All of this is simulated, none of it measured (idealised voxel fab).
process module | voxel trench capacitor
cross-section cut | 160 nm wide | cells 5 nm
A cross-section is a grid of square cells, given in bands from the top down. A band is one or more rows of cells.
Each band's line starts with the height of the band's top and of its bottom, in nm. Then come its materials from left to right, each with its width in nm. One material with "throughout" fills the band from edge to edge. "air" is empty space.
Height 0 is the level under which the wafer as received is all one material. The lowest band goes on downwards, as in "0 down".
A width such as "30 to 40" changes by the same amount from each row of cells to the next, from the band's top row to its bottom row.
"no change" after a step means that no cell of the cross-section changed.
closed voids: empty space of 8 cells or more with no open way to the top, each as width x height at its distance from the left edge, in nm
after a step's settings: what the simulator itself notes on the step
overlay nm, on a step with a mask: how far to the right of its planned place the mask lay; to the left if negative
plan
1 op RECEIVE | material Si
2 op CONFORMAL_DEP | material SiN | thk nm 10
3 op PATTERN | tone open | mask id TRENCH | material resist | width nm 25 | pitch nm 40 | thk nm 20 | overlay nm 0
4 op DIRECTIONAL_ETCH | etch materials SiN | depth nm 10
5 op DIRECTIONAL_ETCH | etch materials Si | depth nm 35
6 op STRIP | etch materials resist
7 op CONFORMAL_DEP | material Al2O3 | thk nm 5
8 op FILL_DEP | material polySi | thk nm 10
9 op CMP | height nm 10
as received, after step 1
  0 down: Si throughout
  closed voids: none
first wafer at the end, as planned
  10 to 0: SiN 45 | Al2O3 5 | polySi 15 | Al2O3 5 | SiN 15 | Al2O3 5 | polySi 15 | Al2O3 5 | SiN 50
  0 to -30: Si 45 | Al2O3 5 | polySi 15 | Al2O3 5 | Si 15 | Al2O3 5 | polySi 15 | Al2O3 5 | Si 50
  -30 to -35: Si 45 | Al2O3 25 | Si 15 | Al2O3 25 | Si 50
  -35 down: Si throughout
  closed voids: none
second wafer at the end: like start, like plan, one mistake
  25 to 15: polySi throughout
  15 to 10: Al2O3 50 | polySi 15 | Al2O3 25 | polySi 15 | Al2O3 55
  10 to 0: SiN 45 | Al2O3 5 | polySi 15 | Al2O3 5 | SiN 15 | Al2O3 5 | polySi 15 | Al2O3 5 | SiN 50
  0 to -30: Si 45 | Al2O3 5 | polySi 15 | Al2O3 5 | Si 15 | Al2O3 5 | polySi 15 | Al2O3 5 | Si 50
  -30 to -35: Si 45 | Al2O3 25 | Si 15 | Al2O3 25 | Si 50
  -35 down: Si throughout
  closed voids: none
what went wrong: step 9 was left out
at the end the second wafer has, in cells: 26 more of Al2O3 | 70 more of polySi
